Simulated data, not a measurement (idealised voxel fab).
The process module presented herein is designated voxel transistor to metal.
Cross-section cut: width 150 nm, square cells of 5 nm.
A cross-section is written here as square cells arranged in a grid, and it is given in bands from the top down, each band taking up one or more rows of cells. Per band: top height and bottom height in nm, followed by the left-to-right materials and their widths in nm; "throughout" marks a single material spanning edge to edge, "blank" marks empty space. Where do heights start? At 0: under that level the wafer as delivered is made of one material only. And the lowest band has no floor; it just carries on downward, as in "top 0, no bottom". A width given as "30->40" starts at the first number in the band's top row and ends at the second number in its bottom row, shifting by an equal amount at every step from row to row. Any step labelled "no alteration" changed none of the cells in the cross-section. Empty spaces counting at least 8 cells and having no open way to the top are listed in "Sealed cavities". The notation width x height at distance is used for each, the distance being from the left edge and all three values in nm. On a step's line, text after the settings is the simulator commenting on that step. Each step line may optionally specify "overlay nm", which for a step with a mask gives the rightward distance between the mask's planned place and where it lay, a negative value indicating the leftward direction. For the reader: what remains of this document is a series of pairs, each showing a cross-section before one process step and a cross-section after that step which reaches down only to the lowest band that changed, with the step between them and its settings set out under the pair. It should not be assumed that a pair continues from the pair above it; the pairs can come from different runs of this module on the same starting wafer, and such continuity exists only where the entry headed "State before step" says so.
[State before step]
	top 30, bottom 20 = SiO2 throughout
	top 20, bottom 5 = SiO2 45 nm / SiN 5 nm / HfO2 5 nm / TiN 5 nm / W 25 nm / TiN 5 nm / HfO2 5 nm / SiN 5 nm / SiO2 50 nm
	top 5, bottom 0 = SiO2 15 nm / SiN 5 nm / SiO2 25 nm / SiN 5 nm / HfO2 5 nm / TiN 5 nm / W 25 nm / TiN 5 nm / HfO2 5 nm / SiN 5 nm / SiO2 25 nm / SiN 5 nm / SiO2 20 nm
	top 0, bottom -5 = SiO2 15 nm / SiN 5 nm / SiO2 25 nm / SiN 5 nm / HfO2 5 nm / TiN 35 nm / HfO2 5 nm / SiN 5 nm / SiO2 25 nm / SiN 5 nm / SiO2 20 nm
	top -5, bottom -10 = SiO2 20 nm / nSi 5 nm / SiO2 15 nm / nSi 5 nm / SiO2 5 nm / HfO2 45 nm / SiO2 5 nm / nSi 5 nm / SiO2 15 nm / nSi 5 nm / SiO2 25 nm
	top -10, bottom -15 = SiO2 15 nm / Si 5 nm / nSi 25 nm / Si 55 nm / nSi 25 nm / Si 5 nm / SiO2 20 nm
	top -15, bottom -40 = SiO2 15 nm / Si 115 nm / SiO2 20 nm
	top -40, no bottom = Si throughout
	Sealed cavities: none
[State After Step]
	top 30, bottom 20 = SiO2 25 nm / blank 15 nm / SiO2 75 nm / blank 15 nm / SiO2 20 nm
	top 20, bottom 5 = SiO2 25 nm / blank 15 nm / SiO2 5 nm / SiN 5 nm / HfO2 5 nm / TiN 5 nm / W 25 nm / TiN 5 nm / HfO2 5 nm / SiN 5 nm / SiO2 15 nm / blank 15 nm / SiO2 20 nm
	top 5, bottom 0 = SiO2 15 nm / SiN 5 nm / SiO2 5 nm / blank 15 nm / SiO2 5 nm / SiN 5 nm / HfO2 5 nm / TiN 5 nm / W 25 nm / TiN 5 nm / HfO2 5 nm / SiN 5 nm / SiO2 15 nm / blank 10 nm / SiN 5 nm / SiO2 20 nm
	top 0, bottom -5 = SiO2 15 nm / SiN 5 nm / SiO2 5 nm / blank 15 nm / SiO2 5 nm / SiN 5 nm / HfO2 5 nm / TiN 35 nm / HfO2 5 nm / SiN 5 nm / SiO2 15 nm / blank 10 nm / SiN 5 nm / SiO2 20 nm
	top -5, bottom -10 = SiO2 20 nm / nSi 5 nm / blank 15 nm / nSi 5 nm / SiO2 5 nm / HfO2 45 nm / SiO2 5 nm / nSi 5 nm / SiO2 10 nm / blank 5 nm / nSi 5 nm / SiO2 25 nm
	Note: structure below -10 unchanged.
	Sealed cavities: none
As a process note, the step between the before and after cross-sections shown above is MASKED_ETCH with tone open, mask id CONTACT, width nm 15, pitch nm 90, etch materials SiO2, depth nm 40, overlay nm 5
State before step: the state before this step is the cross-section shown after the step in the pair just above.
[State After Step]
	top 35, bottom 30 = TiN 30 nm / blank 5 nm / TiN 85 nm / blank 5 nm / TiN 25 nm
	top 30, bottom 20 = SiO2 25 nm / TiN 5 nm / blank 5 nm / TiN 5 nm / SiO2 75 nm / TiN 5 nm / blank 5 nm / TiN 5 nm / SiO2 20 nm
	top 20, bottom 10 = SiO2 25 nm / TiN 5 nm / blank 5 nm / TiN 5 nm / SiO2 5 nm / SiN 5 nm / HfO2 5 nm / TiN 5 nm / W 25 nm / TiN 5 nm / HfO2 5 nm / SiN 5 nm / SiO2 15 nm / TiN 5 nm / blank 5 nm / TiN 5 nm / SiO2 20 nm
	top 10, bottom 5 = SiO2 25 nm / TiN 5 nm / blank 5 nm / TiN 5 nm / SiO2 5 nm / SiN 5 nm / HfO2 5 nm / TiN 5 nm / W 25 nm / TiN 5 nm / HfO2 5 nm / SiN 5 nm / SiO2 15 nm / TiN 15 nm / SiO2 20 nm
	top 5, bottom 0 = SiO2 15 nm / SiN 5 nm / SiO2 5 nm / TiN 5 nm / blank 5 nm / TiN 5 nm / SiO2 5 nm / SiN 5 nm / HfO2 5 nm / TiN 5 nm / W 25 nm / TiN 5 nm / HfO2 5 nm / SiN 5 nm / SiO2 15 nm / TiN 10 nm / SiN 5 nm / SiO2 20 nm
	top 0, bottom -5 = SiO2 15 nm / SiN 5 nm / SiO2 5 nm / TiN 5 nm / blank 5 nm / TiN 5 nm / SiO2 5 nm / SiN 5 nm / HfO2 5 nm / TiN 35 nm / HfO2 5 nm / SiN 5 nm / SiO2 15 nm / TiN 10 nm / SiN 5 nm / SiO2 20 nm
	top -5, bottom -10 = SiO2 20 nm / nSi 5 nm / TiN 15 nm / nSi 5 nm / SiO2 5 nm / HfO2 45 nm / SiO2 5 nm / nSi 5 nm / SiO2 10 nm / TiN 5 nm / nSi 5 nm / SiO2 25 nm
	Note: structure below -10 unchanged.
	Sealed cavities: none
As a process note, the step between the before and after cross-sections shown above is CONFORMAL_DEP with material TiN, thk nm 5
State before step: the state before this step is the cross-section shown after the step in the pair just above.
[State After Step]
	top 45, bottom 35 = W throughout
	top 35, bottom 30 = TiN 30 nm / W 5 nm / TiN 85 nm / W 5 nm / TiN 25 nm
	top 30, bottom 20 = SiO2 25 nm / TiN 5 nm / W 5 nm / TiN 5 nm / SiO2 75 nm / TiN 5 nm / W 5 nm / TiN 5 nm / SiO2 20 nm
	top 20, bottom 10 = SiO2 25 nm / TiN 5 nm / W 5 nm / TiN 5 nm / SiO2 5 nm / SiN 5 nm / HfO2 5 nm / TiN 5 nm / W 25 nm / TiN 5 nm / HfO2 5 nm / SiN 5 nm / SiO2 15 nm / TiN 5 nm / W 5 nm / TiN 5 nm / SiO2 20 nm
	top 10, bottom 5 = SiO2 25 nm / TiN 5 nm / W 5 nm / TiN 5 nm / SiO2 5 nm / SiN 5 nm / HfO2 5 nm / TiN 5 nm / W 25 nm / TiN 5 nm / HfO2 5 nm / SiN 5 nm / SiO2 15 nm / TiN 15 nm / SiO2 20 nm
	top 5, bottom 0 = SiO2 15 nm / SiN 5 nm / SiO2 5 nm / TiN 5 nm / W 5 nm / TiN 5 nm / SiO2 5 nm / SiN 5 nm / HfO2 5 nm / TiN 5 nm / W 25 nm / TiN 5 nm / HfO2 5 nm / SiN 5 nm / SiO2 15 nm / TiN 10 nm / SiN 5 nm / SiO2 20 nm
	top 0, bottom -5 = SiO2 15 nm / SiN 5 nm / SiO2 5 nm / TiN 5 nm / W 5 nm / TiN 5 nm / SiO2 5 nm / SiN 5 nm / HfO2 5 nm / TiN 35 nm / HfO2 5 nm / SiN 5 nm / SiO2 15 nm / TiN 10 nm / SiN 5 nm / SiO2 20 nm
	Note: structure below -5 unchanged.
	Sealed cavities: none
As a process note, the step between the before and after cross-sections shown above is FILL_DEP with material W, thk nm 10
State before step: the state before this step is the cross-section shown after the step in the pair just above.
[State After Step]
	top 30, bottom 20 = SiO2 25 nm / TiN 5 nm / W 5 nm / TiN 5 nm / SiO2 75 nm / TiN 5 nm / W 5 nm / TiN 5 nm / SiO2 20 nm
	Note: structure below 20 unchanged.
	Sealed cavities: none
As a process note, the step between the before and after cross-sections shown above is CMP with height nm 30
State before step: the state before this step is the cross-section shown after the step in the pair just above.
[State After Step]
	top 35, bottom 30 = SiCN throughout
	Note: structure below 30 unchanged.
	Sealed cavities: none
As a process note, the step between the before and after cross-sections shown above is CONFORMAL_DEP with material SiCN, thk nm 5
State before step: the state before this step is the cross-section shown after the step in the pair just above.
[State After Step]
	top 50, bottom 35 = lowk throughout
	Note: structure below 35 unchanged.
	Sealed cavities: none
As a process note, the step between the before and after cross-sections shown above is DIRECTIONAL_DEP with material lowk, thk nm 15
State before step: the state before this step is the cross-section shown after the step in the pair just above.
[State After Step]
	top 65, bottom 50 = resist 20 nm / blank 15 nm / resist 75 nm / blank 15 nm / resist 25 nm
	Note: structure below 50 unchanged.
	Sealed cavities: none
As a process note, the step between the before and after cross-sections shown above is PATTERN with tone open, mask id METAL_1, material resist, width nm 15, pitch nm 90, thk nm 15, overlay nm 0
State before step: the state before this step is the cross-section shown after the step in the pair just above.
[State After Step]
	top 65, bottom 50 = resist 20 nm / blank 15 nm / resist 75 nm / blank 15 nm / resist 25 nm
	top 50, bottom 35 = lowk 20 nm / blank 15 nm / lowk 75 nm / blank 15 nm / lowk 25 nm
	Note: structure below 35 unchanged.
	Sealed cavities: none
As a process note, the step between the before and after cross-sections shown above is DIRECTIONAL_ETCH with etch materials lowk, depth nm 15
State before step: the state before this step is the cross-section shown after the step in the pair just above.
[State After Step]
	top 65, bottom 50 = resist 20 nm / blank 15 nm / resist 75 nm / blank 15 nm / resist 25 nm
	top 50, bottom 35 = lowk 20 nm / blank 15 nm / lowk 75 nm / blank 15 nm / lowk 25 nm
	top 35, bottom 30 = SiCN 20 nm / blank 15 nm / SiCN 75 nm / blank 15 nm / SiCN 25 nm
	Note: structure below 30 unchanged.
	Sealed cavities: none
As a process note, the step between the before and after cross-sections shown above is DIRECTIONAL_ETCH with etch materials SiCN, depth nm 5
State before step: the state before this step is the cross-section shown after the step in the pair just above.
[State After Step]
	top 50, bottom 35 = lowk 20 nm / blank 15 nm / lowk 75 nm / blank 15 nm / lowk 25 nm
	Note: structure below 35 unchanged.
	Sealed cavities: none
As a process note, the step between the before and after cross-sections shown above is STRIP with etch materials resist
State before step: the state before this step is the cross-section shown after the step in the pair just above.
[State After Step]
	top 55, bottom 50 = TiN 25 nm / blank 5 nm / TiN 85 nm / blank 5 nm / TiN 30 nm
	top 50, bottom 35 = lowk 20 nm / TiN 5 nm / blank 5 nm / TiN 5 nm / lowk 75 nm / TiN 5 nm / blank 5 nm / TiN 5 nm / lowk 25 nm
	top 35, bottom 30 = SiCN 20 nm / TiN 15 nm / SiCN 75 nm / TiN 15 nm / SiCN 25 nm
	Note: structure below 30 unchanged.
	Sealed cavities: none
As a process note, the step between the before and after cross-sections shown above is CONFORMAL_DEP with material TiN, thk nm 5
State before step: the state before this step is the cross-section shown after the step in the pair just above.
[State After Step]
	top 60, bottom 55 = W throughout
	top 55, bottom 50 = TiN 25 nm / W 5 nm / TiN 85 nm / W 5 nm / TiN 30 nm
	top 50, bottom 35 = lowk 20 nm / TiN 5 nm / W 5 nm / TiN 5 nm / lowk 75 nm / TiN 5 nm / W 5 nm / TiN 5 nm / lowk 25 nm
	Note: structure below 35 unchanged.
	Sealed cavities: none
As a process note, the step between the before and after cross-sections shown above is FILL_DEP with material W, thk nm 5
State before step: the state before this step is the cross-section shown after the step in the pair just above.
[State After Step]
	top 50, bottom 35 = lowk 20 nm / TiN 5 nm / W 5 nm / TiN 5 nm / lowk 75 nm / TiN 5 nm / W 5 nm / TiN 5 nm / lowk 25 nm
	Note: structure below 35 unchanged.
	Sealed cavities: none
As a process note, the step between the before and after cross-sections shown above is CMP with height nm 50
State before step: the state before this step is the cross-section shown after the step in the pair just above.
[State After Step]
	top 55, bottom 50 = blank 15 nm / Ru 25 nm / blank 65 nm / Ru 25 nm / blank 20 nm
	Note: structure below 50 unchanged.
	Sealed cavities: none
As a process note, the step between the before and after cross-sections shown above is EPI with material Ru, thk nm 5
State before step: the state before this step is the cross-section shown after the step in the pair just above.
[State After Step]
	top 60, bottom 55 = SiCN throughout
	top 55, bottom 50 = SiCN 15 nm / Ru 25 nm / SiCN 65 nm / Ru 25 nm / SiCN 20 nm
	Note: structure below 50 unchanged.
	Sealed cavities: none
As a process note, the step between the before and after cross-sections shown above is FILL_DEP with material SiCN, thk nm 5
State before step: the state before this step is the cross-section shown after the step in the pair just above.
[State After Step]
	top 90, bottom 60 = SiO2 throughout
	Note: structure below 60 unchanged.
	Sealed cavities: none
As a process note, the step between the before and after cross-sections shown above is DIRECTIONAL_DEP with material SiO2, thk nm 30
State before step: the state before this step is the cross-section shown after the step in the pair just above.
[State After Step]
	top 105, bottom 90 = aC throughout
	Note: structure below 90 unchanged.
	Sealed cavities: none
As a process note, the step between the before and after cross-sections shown above is DIRECTIONAL_DEP with material aC, thk nm 15
State before step: the state before this step is the cross-section shown after the step in the pair just above.
[State After Step]
	top 140, bottom 105 = resist 20 nm / blank 15 nm / resist 75 nm / blank 15 nm / resist 25 nm
	Note: structure below 105 unchanged.
	Sealed cavities: none
As a process note, the step between the before and after cross-sections shown above is PATTERN with tone open, mask id METAL_2, material resist, width nm 15, pitch nm 90, thk nm 35, overlay nm 0
State before step: the state before this step is the cross-section shown after the step in the pair just above.
[State After Step]
	top 125, bottom 105 = resist 20 nm / blank 15 nm / resist 75 nm / blank 15 nm / resist 25 nm
	top 105, bottom 90 = aC 20 nm / blank 15 nm / aC 75 nm / blank 15 nm / aC 25 nm
	Note: structure below 90 unchanged.
	Sealed cavities: none
As a process note, the step between the before and after cross-sections shown above is DIRECTIONAL_ETCH with etch materials aC, depth nm 15
State before step: the state before this step is the cross-section shown after the step in the pair just above.
[State After Step]
	top 105, bottom 90 = aC 20 nm / blank 15 nm / aC 75 nm / blank 15 nm / aC 25 nm
	Note: structure below 90 unchanged.
	Sealed cavities: none
As a process note, the step between the before and after cross-sections shown above is STRIP with etch materials resist
State before step: the state before this step is the cross-section shown after the step in the pair just above.
[State After Step]
	top 105, bottom 90 = aC 20 nm / blank 15 nm / aC 75 nm / blank 15 nm / aC 25 nm
	top 90, bottom 75 = SiO2 20 nm / blank 15 nm / SiO2 75 nm / blank 15 nm / SiO2 25 nm
	Note: structure below 75 unchanged.
	Sealed cavities: none
As a process note, the step between the before and after cross-sections shown above is DIRECTIONAL_ETCH with etch materials SiO2, depth nm 15
State before step: the state before this step is the cross-section shown after the step in the pair just above.
[State After Step]
	top 90, bottom 75 = SiO2 20 nm / blank 15 nm / SiO2 75 nm / blank 15 nm / SiO2 25 nm
	Note: structure below 75 unchanged.
	Sealed cavities: none
As a process note, the step between the before and after cross-sections shown above is STRIP with etch materials aC
State before step: the state before this step is the cross-section shown after the step in the pair just above.
[State After Step]
	top 90, bottom 60 = SiO2 20 nm / blank 15 nm / SiO2 75 nm / blank 15 nm / SiO2 25 nm
	Note: structure below 60 unchanged.
	Sealed cavities: none
As a process note, the step between the before and after cross-sections shown above is MASKED_ETCH with tone open, mask id METAL_2_HOLES, width nm 15, pitch nm 90, etch materials SiO2, depth nm 15, overlay nm 0
State before step: the state before this step is the cross-section shown after the step in the pair just above.
[State After Step]
	top 90, bottom 60 = SiO2 20 nm / blank 15 nm / SiO2 75 nm / blank 15 nm / SiO2 25 nm
	top 60, bottom 55 = SiCN 20 nm / blank 15 nm / SiCN 75 nm / blank 15 nm / SiCN 25 nm
	Note: structure below 55 unchanged.
	Sealed cavities: none
As a process note, the step between the before and after cross-sections shown above is MASKED_ETCH with tone open, mask id METAL_2_HOLES, width nm 15, pitch nm 90, etch materials SiCN, depth nm 5, overlay nm 0
State before step: the state before this step is the cross-section shown after the step in the pair just above.
[State After Step]
	top 95, bottom 90 = TiN 25 nm / blank 5 nm / TiN 85 nm / blank 5 nm / TiN 30 nm
	top 90, bottom 60 = SiO2 20 nm / TiN 5 nm / blank 5 nm / TiN 5 nm / SiO2 75 nm / TiN 5 nm / blank 5 nm / TiN 5 nm / SiO2 25 nm
	top 60, bottom 55 = SiCN 20 nm / TiN 15 nm / SiCN 75 nm / TiN 15 nm / SiCN 25 nm
	Note: structure below 55 unchanged.
	Sealed cavities: none
As a process note, the step between the before and after cross-sections shown above is CONFORMAL_DEP with material TiN, thk nm 5
State before step: the state before this step is the cross-section shown after the step in the pair just above.
[State After Step]
	top 105, bottom 95 = Cu throughout
	top 95, bottom 90 = TiN 25 nm / Cu 5 nm / TiN 85 nm / Cu 5 nm / TiN 30 nm
	top 90, bottom 60 = SiO2 20 nm / TiN 5 nm / Cu 5 nm / TiN 5 nm / SiO2 75 nm / TiN 5 nm / Cu 5 nm / TiN 5 nm / SiO2 25 nm
	Note: structure below 60 unchanged.
	Sealed cavities: none
As a process note, the step between the before and after cross-sections shown above is FILL_DEP with material Cu, thk nm 10
State before step: the state before this step is the cross-section shown after the step in the pair just above.
[State After Step]
	top 90, bottom 60 = SiO2 20 nm / TiN 5 nm / Cu 5 nm / TiN 5 nm / SiO2 75 nm / TiN 5 nm / Cu 5 nm / TiN 5 nm / SiO2 25 nm
	Note: structure below 60 unchanged.
	Sealed cavities: none
As a process note, the step between the before and after cross-sections shown above is CMP with height nm 90
State before step: the state before this step is the cross-section shown after the step in the pair just above.
[State After Step]
	top 95, bottom 90 = SiCN throughout
	Note: structure below 90 unchanged.
	Sealed cavities: none
As a process note, the step between the before and after cross-sections shown above is CONFORMAL_DEP with material SiCN, thk nm 5
[State before step]
	top 30, bottom 20 = SiO2 20 nm / blank 15 nm / SiO2 75 nm / blank 15 nm / SiO2 25 nm
	top 20, bottom 5 = SiO2 20 nm / blank 15 nm / SiO2 10 nm / SiN 5 nm / HfO2 5 nm / TiN 5 nm / W 25 nm / TiN 5 nm / HfO2 5 nm / SiN 5 nm / SiO2 10 nm / blank 15 nm / SiO2 25 nm
	top 5, bottom 0 = SiO2 15 nm / SiN 5 nm / blank 15 nm / SiO2 10 nm / SiN 5 nm / HfO2 5 nm / TiN 5 nm / W 25 nm / TiN 5 nm / HfO2 5 nm / SiN 5 nm / SiO2 10 nm / blank 15 nm / SiN 5 nm / SiO2 20 nm
	top 0, bottom -5 = SiO2 15 nm / SiN 5 nm / blank 15 nm / SiO2 10 nm / SiN 5 nm / HfO2 5 nm / TiN 35 nm / HfO2 5 nm / SiN 5 nm / SiO2 10 nm / blank 15 nm / SiN 5 nm / SiO2 20 nm
	top -5, bottom -10 = SiO2 20 nm / nSi 5 nm / blank 10 nm / SiO2 5 nm / nSi 5 nm / SiO2 5 nm / HfO2 45 nm / SiO2 5 nm / nSi 5 nm / SiO2 5 nm / blank 10 nm / nSi 5 nm / SiO2 25 nm
	top -10, bottom -15 = SiO2 15 nm / Si 5 nm / nSi 25 nm / Si 55 nm / nSi 25 nm / Si 5 nm / SiO2 20 nm
	top -15, bottom -40 = SiO2 15 nm / Si 115 nm / SiO2 20 nm
	top -40, no bottom = Si throughout
	Sealed cavities: none
[State After Step]
	top 35, bottom 30 = Ru 25 nm / blank 5 nm / Ru 85 nm / blank 5 nm / Ru 30 nm
	top 30, bottom 20 = SiO2 20 nm / Ru 5 nm / blank 5 nm / Ru 5 nm / SiO2 75 nm / Ru 5 nm / blank 5 nm / Ru 5 nm / SiO2 25 nm
	top 20, bottom 5 = SiO2 20 nm / Ru 5 nm / blank 5 nm / Ru 5 nm / SiO2 10 nm / SiN 5 nm / HfO2 5 nm / TiN 5 nm / W 25 nm / TiN 5 nm / HfO2 5 nm / SiN 5 nm / SiO2 10 nm / Ru 5 nm / blank 5 nm / Ru 5 nm / SiO2 25 nm
	top 5, bottom 0 = SiO2 15 nm / SiN 5 nm / Ru 5 nm / blank 5 nm / Ru 5 nm / SiO2 10 nm / SiN 5 nm / HfO2 5 nm / TiN 5 nm / W 25 nm / TiN 5 nm / HfO2 5 nm / SiN 5 nm / SiO2 10 nm / Ru 5 nm / blank 5 nm / Ru 5 nm / SiN 5 nm / SiO2 20 nm
	top 0, bottom -5 = SiO2 15 nm / SiN 5 nm / Ru 15 nm / SiO2 10 nm / SiN 5 nm / HfO2 5 nm / TiN 35 nm / HfO2 5 nm / SiN 5 nm / SiO2 10 nm / Ru 15 nm / SiN 5 nm / SiO2 20 nm
	top -5, bottom -10 = SiO2 20 nm / nSi 5 nm / Ru 10 nm / SiO2 5 nm / nSi 5 nm / SiO2 5 nm / HfO2 45 nm / SiO2 5 nm / nSi 5 nm / SiO2 5 nm / Ru 10 nm / nSi 5 nm / SiO2 25 nm
	Note: structure below -10 unchanged.
	Sealed cavities: none
As a process note, the step between the before and after cross-sections shown above is CONFORMAL_DEP with material Ru, thk nm 5
State before step: the state before this step is the cross-section shown after the step in the pair just above.
[State After Step]
	top 45, bottom 35 = W throughout
	top 35, bottom 30 = Ru 25 nm / W 5 nm / Ru 85 nm / W 5 nm / Ru 30 nm
	top 30, bottom 20 = SiO2 20 nm / Ru 5 nm / W 5 nm / Ru 5 nm / SiO2 75 nm / Ru 5 nm / W 5 nm / Ru 5 nm / SiO2 25 nm
	top 20, bottom 5 = SiO2 20 nm / Ru 5 nm / W 5 nm / Ru 5 nm / SiO2 10 nm / SiN 5 nm / HfO2 5 nm / TiN 5 nm / W 25 nm / TiN 5 nm / HfO2 5 nm / SiN 5 nm / SiO2 10 nm / Ru 5 nm / W 5 nm / Ru 5 nm / SiO2 25 nm
	top 5, bottom 0 = SiO2 15 nm / SiN 5 nm / Ru 5 nm / W 5 nm / Ru 5 nm / SiO2 10 nm / SiN 5 nm / HfO2 5 nm / TiN 5 nm / W 25 nm / TiN 5 nm / HfO2 5 nm / SiN 5 nm / SiO2 10 nm / Ru 5 nm / W 5 nm / Ru 5 nm / SiN 5 nm / SiO2 20 nm
	Note: structure below 0 unchanged.
	Sealed cavities: none
As a process note, the step between the before and after cross-sections shown above is FILL_DEP with material W, thk nm 10
State before step: the state before this step is the cross-section shown after the step in the pair just above.
[State After Step]
	top 30, bottom 20 = SiO2 20 nm / Ru 5 nm / W 5 nm / Ru 5 nm / SiO2 75 nm / Ru 5 nm / W 5 nm / Ru 5 nm / SiO2 25 nm
	Note: structure below 20 unchanged.
	Sealed cavities: none
As a process note, the step between the before and after cross-sections shown above is CMP with height nm 30
State before step: the state before this step is the cross-section shown after the step in the pair just above.
[State After Step]
	top 35, bottom 30 = SiCN throughout
	Note: structure below 30 unchanged.
	Sealed cavities: none
As a process note, the step between the before and after cross-sections shown above is CONFORMAL_DEP with material SiCN, thk nm 5
State before step: the state before this step is the cross-section shown after the step in the pair just above.
[State After Step]
	top 50, bottom 35 = lowk throughout
	Note: structure below 35 unchanged.
	Sealed cavities: none
As a process note, the step between the before and after cross-sections shown above is DIRECTIONAL_DEP with material lowk, thk nm 15
State before step: the state before this step is the cross-section shown after the step in the pair just above.
[State After Step]
	top 65, bottom 50 = resist 20 nm / blank 15 nm / resist 75 nm / blank 15 nm / resist 25 nm
	Note: structure below 50 unchanged.
	Sealed cavities: none
As a process note, the step between the before and after cross-sections shown above is PATTERN with tone open, mask id METAL_1, material resist, width nm 15, pitch nm 90, thk nm 15, overlay nm 0
State before step: the state before this step is the cross-section shown after the step in the pair just above.
[State After Step]
	top 65, bottom 50 = resist 20 nm / blank 15 nm / resist 75 nm / blank 15 nm / resist 25 nm
	top 50, bottom 35 = lowk 20 nm / blank 15 nm / lowk 75 nm / blank 15 nm / lowk 25 nm
	Note: structure below 35 unchanged.
	Sealed cavities: none
As a process note, the step between the before and after cross-sections shown above is DIRECTIONAL_ETCH with etch materials lowk, depth nm 15
State before step: the state before this step is the cross-section shown after the step in the pair just above.
[State After Step]
	top 65, bottom 50 = resist 20 nm / blank 15 nm / resist 75 nm / blank 15 nm / resist 25 nm
	top 50, bottom 35 = lowk 20 nm / blank 15 nm / lowk 75 nm / blank 15 nm / lowk 25 nm
	top 35, bottom 30 = SiCN 20 nm / blank 15 nm / SiCN 75 nm / blank 15 nm / SiCN 25 nm
	Note: structure below 30 unchanged.
	Sealed cavities: none
As a process note, the step between the before and after cross-sections shown above is DIRECTIONAL_ETCH with etch materials SiCN, depth nm 5
State before step: the state before this step is the cross-section shown after the step in the pair just above.
[State After Step]
	top 50, bottom 35 = lowk 20 nm / blank 15 nm / lowk 75 nm / blank 15 nm / lowk 25 nm
	Note: structure below 35 unchanged.
	Sealed cavities: none
As a process note, the step between the before and after cross-sections shown above is STRIP with etch materials resist
State before step: the state before this step is the cross-section shown after the step in the pair just above.
[State After Step]
	top 55, bottom 50 = TiN 25 nm / blank 5 nm / TiN 85 nm / blank 5 nm / TiN 30 nm
	top 50, bottom 35 = lowk 20 nm / TiN 5 nm / blank 5 nm / TiN 5 nm / lowk 75 nm / TiN 5 nm / blank 5 nm / TiN 5 nm / lowk 25 nm
	top 35, bottom 30 = SiCN 20 nm / TiN 15 nm / SiCN 75 nm / TiN 15 nm / SiCN 25 nm
	Note: structure below 30 unchanged.
	Sealed cavities: none
As a process note, the step between the before and after cross-sections shown above is CONFORMAL_DEP with material TiN, thk nm 5
State before step: the state before this step is the cross-section shown after the step in the pair just above.
[State After Step]
	top 60, bottom 55 = W throughout
	top 55, bottom 50 = TiN 25 nm / W 5 nm / TiN 85 nm / W 5 nm / TiN 30 nm
	top 50, bottom 35 = lowk 20 nm / TiN 5 nm / W 5 nm / TiN 5 nm / lowk 75 nm / TiN 5 nm / W 5 nm / TiN 5 nm / lowk 25 nm
	Note: structure below 35 unchanged.
	Sealed cavities: none
As a process note, the step between the before and after cross-sections shown above is FILL_DEP with material W, thk nm 5
State before step: the state before this step is the cross-section shown after the step in the pair just above.
[State After Step]
	top 50, bottom 35 = lowk 20 nm / TiN 5 nm / W 5 nm / TiN 5 nm / lowk 75 nm / TiN 5 nm / W 5 nm / TiN 5 nm / lowk 25 nm
	Note: structure below 35 unchanged.
	Sealed cavities: none
As a process note, the step between the before and after cross-sections shown above is CMP with height nm 50
State before step: the state before this step is the cross-section shown after the step in the pair just above.
[State After Step]
	top 55, bottom 50 = blank 15 nm / Ru 25 nm / blank 65 nm / Ru 25 nm / blank 20 nm
	Note: structure below 50 unchanged.
	Sealed cavities: none
As a process note, the step between the before and after cross-sections shown above is EPI with material Ru, thk nm 5
State before step: the state before this step is the cross-section shown after the step in the pair just above.
[State After Step]
	top 60, bottom 55 = SiCN throughout
	top 55, bottom 50 = SiCN 15 nm / Ru 25 nm / SiCN 65 nm / Ru 25 nm / SiCN 20 nm
	Note: structure below 50 unchanged.
	Sealed cavities: none
As a process note, the step between the before and after cross-sections shown above is FILL_DEP with material SiCN, thk nm 5
State before step: the state before this step is the cross-section shown after the step in the pair just above.
[State After Step]
	top 90, bottom 60 = SiO2 throughout
	Note: structure below 60 unchanged.
	Sealed cavities: none
As a process note, the step between the before and after cross-sections shown above is DIRECTIONAL_DEP with material SiO2, thk nm 30
State before step: the state before this step is the cross-section shown after the step in the pair just above.
[State After Step]
	top 105, bottom 90 = aC throughout
	Note: structure below 90 unchanged.
	Sealed cavities: none
As a process note, the step between the before and after cross-sections shown above is DIRECTIONAL_DEP with material aC, thk nm 15
State before step: the state before this step is the cross-section shown after the step in the pair just above.
[State After Step]
	top 140, bottom 105 = resist 20 nm / blank 15 nm / resist 75 nm / blank 15 nm / resist 25 nm
	Note: structure below 105 unchanged.
	Sealed cavities: none
As a process note, the step between the before and after cross-sections shown above is PATTERN with tone open, mask id METAL_2, material resist, width nm 15, pitch nm 90, thk nm 35, overlay nm 0
State before step: the state before this step is the cross-section shown after the step in the pair just above.
[State After Step]
	top 125, bottom 105 = resist 20 nm / blank 15 nm / resist 75 nm / blank 15 nm / resist 25 nm
	top 105, bottom 90 = aC 20 nm / blank 15 nm / aC 75 nm / blank 15 nm / aC 25 nm
	Note: structure below 90 unchanged.
	Sealed cavities: none
As a process note, the step between the before and after cross-sections shown above is DIRECTIONAL_ETCH with etch materials aC, depth nm 15
State before step: the state before this step is the cross-section shown after the step in the pair just above.
[State After Step]
	top 105, bottom 90 = aC 20 nm / blank 15 nm / aC 75 nm / blank 15 nm / aC 25 nm
	Note: structure below 90 unchanged.
	Sealed cavities: none
As a process note, the step between the before and after cross-sections shown above is STRIP with etch materials resist
State before step: the state before this step is the cross-section shown after the step in the pair just above.
[State After Step]
	top 105, bottom 90 = aC 20 nm / blank 15 nm / aC 75 nm / blank 15 nm / aC 25 nm
	top 90, bottom 75 = SiO2 20 nm / blank 15 nm / SiO2 75 nm / blank 15 nm / SiO2 25 nm
	Note: structure below 75 unchanged.
	Sealed cavities: none
As a process note, the step between the before and after cross-sections shown above is DIRECTIONAL_ETCH with etch materials SiO2, depth nm 15
State before step: the state before this step is the cross-section shown after the step in the pair just above.
[State After Step]
	top 90, bottom 75 = SiO2 20 nm / blank 15 nm / SiO2 75 nm / blank 15 nm / SiO2 25 nm
	Note: structure below 75 unchanged.
	Sealed cavities: none
As a process note, the step between the before and after cross-sections shown above is STRIP with etch materials aC
State before step: the state before this step is the cross-section shown after the step in the pair just above.
[State After Step]
	top 90, bottom 60 = SiO2 20 nm / blank 15 nm / SiO2 75 nm / blank 15 nm / SiO2 25 nm
	Note: structure below 60 unchanged.
	Sealed cavities: none
As a process note, the step between the before and after cross-sections shown above is MASKED_ETCH with tone open, mask id METAL_2_HOLES, width nm 15, pitch nm 90, etch materials SiO2, depth nm 15, overlay nm 0
State before step: the state before this step is the cross-section shown after the step in the pair just above.
[State After Step]
	top 90, bottom 60 = SiO2 20 nm / blank 15 nm / SiO2 75 nm / blank 15 nm / SiO2 25 nm
	top 60, bottom 55 = SiCN 20 nm / blank 15 nm / SiCN 75 nm / blank 15 nm / SiCN 25 nm
	Note: structure below 55 unchanged.
	Sealed cavities: none
As a process note, the step between the before and after cross-sections shown above is MASKED_ETCH with tone open, mask id METAL_2_HOLES, width nm 15, pitch nm 90, etch materials SiCN, depth nm 5, overlay nm 0
